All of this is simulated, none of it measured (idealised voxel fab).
process module | voxel transistor to metal
cross-section cut | 295 nm wide | cells 5 nm
A cross-section is a grid of square cells, given in bands from the top down. A band is one or more rows of cells.
Each band's line starts with the height of the band's top and of its bottom, in nm. Then come its materials from left to right, each with its width in nm. One material with "throughout" fills the band from edge to edge. "air" is empty space.
Height 0 is the level under which the wafer as received is all one material. The lowest band goes on downwards, as in "0 down".
A width such as "30 to 40" changes by the same amount from each row of cells to the next, from the band's top row to its bottom row.
"no change" after a step means that no cell of the cross-section changed.
closed voids: empty space of 8 cells or more with no open way to the top, each as width x height at its distance from the left edge, in nm
after a step's settings: what the simulator itself notes on the step
overlay nm, on a step with a mask: how far to the right of its planned place the mask lay; to the left if negative
plan
1 op RECEIVE | material Si
2 op CONFORMAL_DEP | material SiO2 | thk nm 5
3 op CONFORMAL_DEP | material SiN | thk nm 15
4 op MASKED_ETCH | tone cover | mask id ACTIVE | width nm 110 | pitch nm 130 | etch materials SiN | depth nm 15 | overlay nm 0
5 op MASKED_ETCH | tone cover | mask id ACTIVE | width nm 110 | pitch nm 130 | etch materials SiO2 | depth nm 5 | overlay nm 0
6 op MASKED_ETCH | tone cover | mask id ACTIVE | width nm 110 | pitch nm 130 | etch materials Si | depth nm 30 | overlay nm 0
7 op FILL_DEP | material SiO2 | thk nm 10
8 op CMP | height nm 20
9 op SELECTIVE_ETCH | etch materials SiO2 | depth nm 15
10 op STRIP | etch materials SiN
11 op SELECTIVE_ETCH | etch materials SiO2 | depth nm 5
12 op OXIDIZE | depth nm 5
13 op DIRECTIONAL_DEP | material polySi | thk nm 30
14 op DIRECTIONAL_DEP | material SiCN | thk nm 10
15 op DIRECTIONAL_DEP | material aC | thk nm 10
16 op PATTERN | tone cover | mask id GATE | material resist | width nm 20 | pitch nm 130 | thk nm 25 | overlay nm 0
17 op DIRECTIONAL_ETCH | etch materials aC | depth nm 10
18 op STRIP | etch materials resist
19 op DIRECTIONAL_ETCH | etch materials SiCN | depth nm 20
20 op DIRECTIONAL_ETCH | etch materials polySi | depth nm 40
21 op STRIP | etch materials aC
22 op CONFORMAL_DEP | material SiO2 | thk nm 5
23 op DIRECTIONAL_ETCH | etch materials SiO2 | depth nm 5
24 op CONFORMAL_DEP | material SiN | thk nm 5
25 op DIRECTIONAL_ETCH | etch materials SiN | depth nm 5
26 op DIRECTIONAL_ETCH | etch materials SiO2 | depth nm 5
27 op EPI | material SiGe | thk nm 5
28 op FILL_DEP | material SiO2 | thk nm 5
29 op CMP | height nm 40
30 op DIRECTIONAL_DEP | material SiO2 | thk nm 15
31 op DIRECTIONAL_DEP | material aC | thk nm 10
32 op PATTERN | tone open | mask id CONTACT | material resist | width nm 20 | thk nm 30 | overlay nm 0
33 op DIRECTIONAL_ETCH | etch materials aC | depth nm 10
34 op STRIP | etch materials resist
35 op DIRECTIONAL_ETCH | etch materials SiO2 | depth nm 55
36 op STRIP | etch materials aC
37 op CONFORMAL_DEP | material TiN | thk nm 5
38 op FILL_DEP | material Ru | thk nm 5
39 op CMP | height nm 55
40 op CONFORMAL_DEP | material SiN | thk nm 5
41 op DIRECTIONAL_DEP | material lowk | thk nm 25
42 op DIRECTIONAL_DEP | material aC | thk nm 15
43 op PATTERN | tone open | mask id METAL_1 | material resist | width nm 20 | thk nm 35 | overlay nm 0
44 op DIRECTIONAL_ETCH | etch materials aC | depth nm 15
45 op STRIP | etch materials resist
46 op DIRECTIONAL_ETCH | etch materials lowk | depth nm 25
47 op DIRECTIONAL_ETCH | etch materials SiN | depth nm 5
48 op STRIP | etch materials aC
49 op CONFORMAL_DEP | material TiN | thk nm 5
50 op FILL_DEP | material W | thk nm 10
51 op CMP | height nm 85
52 op EPI | material Ru | thk nm 5
53 op FILL_DEP | material SiCN | thk nm 5
54 op DIRECTIONAL_DEP | material SiO2 | thk nm 25
55 op DIRECTIONAL_DEP | material aC | thk nm 10
56 op PATTERN | tone open | mask id METAL_2 | material resist | width nm 20 | pitch nm 130 | thk nm 25 | overlay nm 0
57 op DIRECTIONAL_ETCH | etch materials aC | depth nm 10
58 op STRIP | etch materials resist
59 op DIRECTIONAL_ETCH | etch materials SiO2 | depth nm 15
60 op STRIP | etch materials aC
61 op DIRECTIONAL_DEP | material aC | thk nm 10
62 op PATTERN | tone open | mask id METAL_2_HOLES | material resist | width nm 15 | pitch nm 130 | thk nm 25 | overlay nm 0
63 op DIRECTIONAL_ETCH | etch materials aC | depth nm 10
64 op STRIP | etch materials resist
65 op DIRECTIONAL_ETCH | etch materials SiO2 | depth nm 10
66 op DIRECTIONAL_ETCH | etch materials SiCN | depth nm 5
67 op STRIP | etch materials aC
68 op CONFORMAL_DEP | material TiN | thk nm 5
69 op FILL_DEP | material Cu | thk nm 10
70 op CMP | height nm 120
71 op CONFORMAL_DEP | material SiCN | thk nm 5
as received, after step 1
  0 down: Si throughout
  closed voids: none
first wafer at the end, as planned
  125 to 120: SiCN throughout
  120 to 110: SiO2 30 | TiN 5 | Cu 10 | TiN 5 | SiO2 110 | TiN 5 | Cu 10 | TiN 5 | SiO2 115
  110 to 105: SiO2 30 | TiN 5 | Cu 5 | TiN 10 | SiO2 110 | TiN 5 | Cu 5 | TiN 10 | SiO2 115
  105 to 95: SiO2 30 | TiN 5 | Cu 5 | TiN 5 | SiO2 115 | TiN 5 | Cu 5 | TiN 5 | SiO2 120
  95 to 90: SiCN 30 | TiN 15 | SiCN 115 | TiN 15 | SiCN 120
  90 to 85: SiCN 25 | Ru 30 | SiCN 50 | Ru 30 | SiCN 20 | Ru 30 | SiCN 50 | Ru 30 | SiCN 30
  85 to 60: lowk 30 | TiN 5 | W 10 | TiN 5 | lowk 60 | TiN 5 | W 10 | TiN 5 | lowk 30 | TiN 5 | W 10 | TiN 5 | lowk 60 | TiN 5 | W 10 | TiN 5 | lowk 35
  60 to 55: SiN 30 | TiN 20 | SiN 60 | TiN 20 | SiN 30 | TiN 20 | SiN 60 | TiN 20 | SiN 35
  55 to 40: SiO2 30 | TiN 5 | Ru 10 | TiN 5 | SiO2 60 | TiN 5 | Ru 10 | TiN 5 | SiO2 30 | TiN 5 | Ru 10 | TiN 5 | SiO2 60 | TiN 5 | Ru 10 | TiN 5 | SiO2 35
  40 to 30: SiO2 30 | TiN 5 | Ru 10 | TiN 5 | SiO2 10 | SiN 5 | SiO2 5 | SiCN 20 | SiO2 5 | SiN 5 | SiO2 10 | TiN 5 | Ru 10 | TiN 5 | SiO2 30 | TiN 5 | Ru 10 | TiN 5 | SiO2 10 | SiN 5 | SiO2 5 | SiCN 20 | SiO2 5 | SiN 5 | SiO2 10 | TiN 5 | Ru 10 | TiN 5 | SiO2 35
  30 to 5: SiO2 30 | TiN 5 | Ru 10 | TiN 5 | SiO2 10 | SiN 5 | SiO2 5 | polySi 20 | SiO2 5 | SiN 5 | SiO2 10 | TiN 5 | Ru 10 | TiN 5 | SiO2 30 | TiN 5 | Ru 10 | TiN 5 | SiO2 10 | SiN 5 | SiO2 5 | polySi 20 | SiO2 5 | SiN 5 | SiO2 10 | TiN 5 | Ru 10 | TiN 5 | SiO2 35
  5 to 0: SiO2 30 | TiN 20 | SiO2 10 | SiN 5 | SiO2 5 | polySi 20 | SiO2 5 | SiN 5 | SiO2 10 | TiN 20 | SiO2 30 | TiN 20 | SiO2 10 | SiN 5 | SiO2 5 | polySi 20 | SiO2 5 | SiN 5 | SiO2 10 | TiN 20 | SiO2 35
  0 to -5: SiO2 20 | SiGe 40 | SiO2 40 | SiGe 40 | SiO2 10 | SiGe 40 | SiO2 40 | SiGe 40 | SiO2 25
  -5 to -30: SiO2 25 | Si 110 | SiO2 20 | Si 110 | SiO2 30
  -30 down: Si throughout
  closed voids: none
second wafer at the end: like start, like plan, one mistake
  125 to 120: SiCN throughout
  120 to 110: SiO2 30 | TiN 5 to 10 | Cu 15 to 10 | TiN 5 | SiO2 105 | TiN 5 to 10 | Cu 15 to 10 | TiN 5 | SiO2 110
  110 to 105: SiO2 35 | TiN 20 | SiO2 110 | TiN 20 | SiO2 110
  105 to 95: SiO2 35 | TiN 10 | SiO2 120 | TiN 10 | SiO2 120
  95 to 90: SiCN 35 | TiN 10 | SiCN 120 | TiN 10 | SiCN 120
  90 to 85: SiCN 25 | Ru 30 | SiCN 50 | Ru 30 | SiCN 20 | Ru 30 | SiCN 50 | Ru 30 | SiCN 30
  85 to 60: lowk 30 | TiN 5 | W 10 | TiN 5 | lowk 60 | TiN 5 | W 10 | TiN 5 | lowk 30 | TiN 5 | W 10 | TiN 5 | lowk 60 | TiN 5 | W 10 | TiN 5 | lowk 35
  60 to 55: SiN 30 | TiN 20 | SiN 60 | TiN 20 | SiN 30 | TiN 20 | SiN 60 | TiN 20 | SiN 35
  55 to 40: SiO2 30 | TiN 5 | Ru 10 | TiN 5 | SiO2 60 | TiN 5 | Ru 10 | TiN 5 | SiO2 30 | TiN 5 | Ru 10 | TiN 5 | SiO2 60 | TiN 5 | Ru 10 | TiN 5 | SiO2 35
  40 to 30: SiO2 30 | TiN 5 | Ru 10 | TiN 5 | SiO2 10 | SiN 5 | SiO2 5 | SiCN 20 | SiO2 5 | SiN 5 | SiO2 10 | TiN 5 | Ru 10 | TiN 5 | SiO2 30 | TiN 5 | Ru 10 | TiN 5 | SiO2 10 | SiN 5 | SiO2 5 | SiCN 20 | SiO2 5 | SiN 5 | SiO2 10 | TiN 5 | Ru 10 | TiN 5 | SiO2 35
  30 to 5: SiO2 30 | TiN 5 | Ru 10 | TiN 5 | SiO2 10 | SiN 5 | SiO2 5 | polySi 20 | SiO2 5 | SiN 5 | SiO2 10 | TiN 5 | Ru 10 | TiN 5 | SiO2 30 | TiN 5 | Ru 10 | TiN 5 | SiO2 10 | SiN 5 | SiO2 5 | polySi 20 | SiO2 5 | SiN 5 | SiO2 10 | TiN 5 | Ru 10 | TiN 5 | SiO2 35
  5 to 0: SiO2 30 | TiN 20 | SiO2 10 | SiN 5 | SiO2 5 | polySi 20 | SiO2 5 | SiN 5 | SiO2 10 | TiN 20 | SiO2 30 | TiN 20 | SiO2 10 | SiN 5 | SiO2 5 | polySi 20 | SiO2 5 | SiN 5 | SiO2 10 | TiN 20 | SiO2 35
  0 to -5: SiO2 20 | SiGe 40 | SiO2 40 | SiGe 40 | SiO2 10 | SiGe 40 | SiO2 40 | SiGe 40 | SiO2 25
  -5 to -30: SiO2 25 | Si 110 | SiO2 20 | Si 110 | SiO2 30
  -30 down: Si throughout
  closed voids: none
what went wrong: step 56 ran as: op PATTERN | tone open | mask id METAL_2 | material resist | width nm 20 | pitch nm 130 | thk nm 25 | overlay nm 5
at the end the second wafer has, in cells: 4 fewer of Cu | 2 more of SiCN | 2 more of TiN
